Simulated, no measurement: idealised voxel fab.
Process module under the name voxel plated lines
cross-section cut | 260 nm wide | cells 5 nm
Just so we're on the same page, the cross-sections are grids of square cells, and they're listed out in bands top to bottom, each band one or more rows deep.
Band: top and bottom heights (nm) first, top before bottom; then materials from left to right, widths in nm. "everywhere" marks a sole material filling the band edge to edge. "blank" denotes empty space.
Convention: height 0 is the level below which the wafer, as received, is all one material. The lowest band does not terminate at the bottom but continues downward, represented as "0..down".
You'd read "30 to 40" like this: the band's top row of cells is as wide as the first number, its bottom row is as wide as the second, and going down, every row changes width by the same amount as the row before did.
"nothing was modified" after a step means that no cell of the cross-section changed.
Entry "Enclosed void list" = empty spaces >= 8 cells with no open way to the top; each as width x height at distance, distance from left edge, all nm.
Whatever follows a step's settings on its line is a remark the simulator itself makes about that step.
overlay nm: how far to the right of its planned place the mask lay on this masked step (negative: to the left).
-- plan
1,RECEIVE (material Si)
2,CONFORMAL_DEP (material SiO2; thk nm 5)
3,DIRECTIONAL_DEP (material TiN; thk nm 5)
4,PATTERN (tone open; mask id LINES; material resist; width nm 30; pitch nm 50; thk nm 35; overlay nm 0)
5,EPI (material Ru; thk nm 5)
6,EPI (material Ru; thk nm 10)
7,EPI (material Ru; thk nm 5)
8,STRIP (etch materials resist)
9,DIRECTIONAL_ETCH (etch materials TiN; depth nm 5)
10,CONFORMAL_DEP (material SiO2; thk nm 5)
Don't read the plan's thk nm for step 10 as applying to every wafer: that's the first wafer's value, and the wafers differ in it, though they all start identical.
-- Cross-sectional view of the first of several wafers in the as-received condition, corresponding to the state following step 1
  0..down: Si everywhere
  Enclosed void list: none
-- The table below has one row for each wafer; a row shows, as of the end of the module, how many cells of each material the wafer has gained, marked (+), or lost, marked (-), since it was received, and then the wafer's closed voids
thk nm 5, +96 Ru, +144 SiO2, +24 TiN, Enclosed void list: none
thk nm 10, +96 Ru, +236 SiO2, +24 TiN, Enclosed void list: none
thk nm 15, +96 Ru, +298 SiO2, +24 TiN, Enclosed void list: none
thk nm 20, +96 Ru, +360 SiO2, +24 TiN, Enclosed void list: none
thk nm 25, +96 Ru, +422 SiO2, +24 TiN, Enclosed void list: none
